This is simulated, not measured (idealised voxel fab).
process module | voxel double patterning
cross-section cut | 230 nm wide | cells 5 nm
A cross-section is a grid of square cells, given in bands from the top down. A band is one or more rows of cells.
Each band's line starts with the height of the band's top and of its bottom, in nm. Then come its materials from left to right, each with its width in nm. One material with "throughout" fills the band from edge to edge. "air" is empty space.
Height 0 is the level under which the wafer as received is all one material. The lowest band goes on downwards, as in "0 down".
A width such as "30 to 40" changes by the same amount from each row of cells to the next, from the band's top row to its bottom row.
"no change" after a step means that no cell of the cross-section changed.
closed voids: empty space of 8 cells or more with no open way to the top, each as width x height at its distance from the left edge, in nm
after a step's settings: what the simulator itself notes on the step
overlay nm, on a step with a mask: how far to the right of its planned place the mask lay; to the left if negative
plan
1 op RECEIVE | material Si
2 op CONFORMAL_DEP | material SiO2 | thk nm 5
3 op DIRECTIONAL_DEP | material TiN | thk nm 20
4 op DIRECTIONAL_DEP | material SiCN | thk nm 10
5 op MASKED_ETCH | tone open | mask id FIRST | width nm 15 | pitch nm 50 | etch materials SiCN | depth nm 10 | overlay nm 0
6 op DIRECTIONAL_DEP | material aC | thk nm 10
7 op PATTERN | tone open | mask id SECOND | material resist | width nm 15 | pitch nm 50 | thk nm 25 | overlay nm 0
8 op DIRECTIONAL_ETCH | etch materials aC | depth nm 10
9 op STRIP | etch materials resist
10 op DIRECTIONAL_ETCH | etch materials SiCN | depth nm 10
11 op STRIP | etch materials aC
12 op DIRECTIONAL_ETCH | etch materials TiN | depth nm 20
13 op STRIP | etch materials SiCN
as received, after step 1
  0 down: Si throughout
  closed voids: none
first wafer at the end, as planned
  25 to 5: TiN 55 | air 15 | TiN 10 | air 15 | TiN 10 | air 15 | TiN 10 | air 15 | TiN 10 | air 15 | TiN 60
  5 to 0: SiO2 throughout
  0 down: Si throughout
  closed voids: none
second wafer at the end: like start, like plan, one mistake
  25 to 5: TiN 60 | air 15 | TiN 5 | air 15 | TiN 15 | air 15 | TiN 5 | air 15 | TiN 15 | air 15 | TiN 55
  5 to 0: SiO2 throughout
  0 down: Si throughout
  closed voids: none
what went wrong: step 5 ran as: op MASKED_ETCH | tone open | mask id FIRST | width nm 15 | pitch nm 50 | etch materials SiCN | depth nm 10 | overlay nm 5
at the end the second wafer has, in cells: as many of each material as the first, in other places
